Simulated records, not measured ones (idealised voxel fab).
Process module name: voxel transistor to metal
In the cross-section labelled cut, the width is 185 nm and each square cell is 5 nm.
The cross-sections in this document take the form of a grid made of square cells. They are written out as bands, in order from top to bottom. Each band consists of one or more rows of cells.
Look at the band entry: it leads with the top's height and the bottom's height in nm. Then it lists the materials left to right, with a width in nm for each. The word "full width" on a single material says that material fills the band edge to edge. The word "blank" is empty space.
Zero point of the height axis is 0; under it, received wafer = one material. Lowest band: continues down indefinitely, "from 0 down".
Graded width ("30->40"): value in top row of band = first number; value in bottom row = second number; row-to-row change constant.
Reading "everything unchanged" for a step: not a cell of the cross-section changed in it.
Empty spaces counting at least 8 cells and having no open way to the top are listed in "Closed empty spaces". The notation width x height at distance is used for each, the distance being from the left edge and all three values in nm.
The remark found on a step's line after its settings is issued by the simulator itself and pertains to that step.
"overlay nm" denotes, for a step that has a mask, the displacement of the mask to the right of its planned place, with negative values corresponding to the left.

Set out below are the planned steps of the process
1 RECEIVE [material Si]
2 CONFORMAL_DEP [material SiO2] [thk nm 5]
3 CONFORMAL_DEP [material SiN] [thk nm 15]
4 PATTERN [tone cover] [mask id ACTIVE] [material resist] [width nm 105] [thk nm 15] [overlay nm 0]
5 DIRECTIONAL_ETCH [etch materials SiN] [depth nm 15]
6 DIRECTIONAL_ETCH [etch materials SiO2] [depth nm 5]
7 DIRECTIONAL_ETCH [etch materials Si] [depth nm 20]
8 STRIP [etch materials resist]
9 FILL_DEP [material SiO2] [thk nm 15]
10 CMP [height nm 20]
11 SELECTIVE_ETCH [etch materials SiO2] [depth nm 10]
12 STRIP [etch materials SiN]
13 SELECTIVE_ETCH [etch materials SiO2] [depth nm 5]
14 OXIDIZE [depth nm 5]
15 DIRECTIONAL_DEP [material polySi] [thk nm 25]
16 DIRECTIONAL_DEP [material SiCN] [thk nm 10]
17 DIRECTIONAL_DEP [material aC] [thk nm 15]
18 PATTERN [tone cover] [mask id GATE] [material resist] [width nm 15] [thk nm 30] [overlay nm 0]
19 DIRECTIONAL_ETCH [etch materials aC] [depth nm 15]
20 STRIP [etch materials resist]
21 DIRECTIONAL_ETCH [etch materials SiCN] [depth nm 20]
22 DIRECTIONAL_ETCH [etch materials polySi] [depth nm 35]
23 STRIP [etch materials aC]
24 CONFORMAL_DEP [material SiO2] [thk nm 5]
25 DIRECTIONAL_ETCH [etch materials SiO2] [depth nm 5]
26 CONFORMAL_DEP [material SiN] [thk nm 5]
27 DIRECTIONAL_ETCH [etch materials SiN] [depth nm 5]
28 DIRECTIONAL_ETCH [etch materials SiO2] [depth nm 5]
29 DIRECTIONAL_ETCH [etch materials Si] [depth nm 5]
30 EPI [material nSi] [thk nm 10]
31 FILL_DEP [material SiO2] [thk nm 5]
32 CMP [height nm 25]
33 STRIP [etch materials polySi]
34 SELECTIVE_ETCH [etch materials SiO2] [depth nm 5]
35 CONFORMAL_DEP [material HfO2] [thk nm 5]
36 CONFORMAL_DEP [material TiN] [thk nm 5]
37 FILL_DEP [material W] [thk nm 10]
38 CMP [height nm 20]
39 DIRECTIONAL_DEP [material SiO2] [thk nm 15]
40 MASKED_ETCH [tone open] [mask id CONTACT] [width nm 15] [pitch nm 70] [etch materials SiO2] [depth nm 35] [overlay nm 0]
41 CONFORMAL_DEP [material TiN] [thk nm 5]
42 FILL_DEP [material Ru] [thk nm 10]
43 CMP [height nm 35]
44 CONFORMAL_DEP [material SiCN] [thk nm 5]
45 DIRECTIONAL_DEP [material lowk] [thk nm 20]
46 MASKED_ETCH [tone open] [mask id METAL_1] [width nm 15] [pitch nm 70] [etch materials lowk] [depth nm 20] [overlay nm 0]
47 MASKED_ETCH [tone open] [mask id METAL_1] [width nm 15] [pitch nm 70] [etch materials SiCN] [depth nm 5] [overlay nm 0]
48 CONFORMAL_DEP [material TiN] [thk nm 5]
49 FILL_DEP [material Cu] [thk nm 5]
50 CMP [height nm 60]
51 EPI [material Ru] [thk nm 5]
52 FILL_DEP [material SiCN] [thk nm 5]
53 DIRECTIONAL_DEP [material SiO2] [thk nm 30]
54 PATTERN [tone open] [mask id METAL_2] [material resist] [width nm 15] [pitch nm 70] [thk nm 15] [overlay nm 0]
55 DIRECTIONAL_ETCH [etch materials SiO2] [depth nm 20]
56 STRIP [etch materials resist]
57 MASKED_ETCH [tone open] [mask id METAL_2_HOLES] [width nm 15] [pitch nm 70] [etch materials SiO2] [depth nm 10] [overlay nm 0]
58 MASKED_ETCH [tone open] [mask id METAL_2_HOLES] [width nm 15] [pitch nm 70] [etch materials SiCN] [depth nm 5] [overlay nm 0]
59 CONFORMAL_DEP [material TiN] [thk nm 5]
60 FILL_DEP [material Ru] [thk nm 5]
61 CMP [height nm 100]
62 CONFORMAL_DEP [material SiCN] [thk nm 5]
Where the wafers of this document differ is in the width nm of step 18; they start out the same, and the plan states the value that applied to the first wafer.

First wafer of several, as received: cross-section after step 1
  from 0 down = Si full width
  Closed empty spaces: none

Table: wafers, a row each; end-of-module cell change per material since receipt, gain (+), loss (-); then closed voids
width nm 15; +8 Cu; +13 HfO2; +32 Ru; -97 Si; +126 SiCN; +10 SiN; +435 SiO2; +91 TiN; +3 W; +124 lowk; +32 nSi; Closed empty spaces: none
width nm 20; +8 Cu; +14 HfO2; +32 Ru; -96 Si; +126 SiCN; +10 SiN; +432 SiO2; +91 TiN; +6 W; +124 lowk; +30 nSi; Closed empty spaces: none
width nm 25; +8 Cu; +15 HfO2; +32 Ru; -95 Si; +126 SiCN; +10 SiN; +429 SiO2; +91 TiN; +9 W; +124 lowk; +28 nSi; Closed empty spaces: none
width nm 30; +8 Cu; +16 HfO2; +32 Ru; -94 Si; +126 SiCN; +10 SiN; +426 SiO2; +91 TiN; +12 W; +124 lowk; +26 nSi; Closed empty spaces: none
width nm 35; +8 Cu; +17 HfO2; +32 Ru; -93 Si; +126 SiCN; +10 SiN; +423 SiO2; +91 TiN; +15 W; +124 lowk; +24 nSi; Closed empty spaces: none
width nm 40; +8 Cu; +18 HfO2; +29 Ru; -92 Si; +126 SiCN; +10 SiN; +423 SiO2; +92 TiN; +18 W; +124 lowk; +21 nSi; Closed empty spaces: none
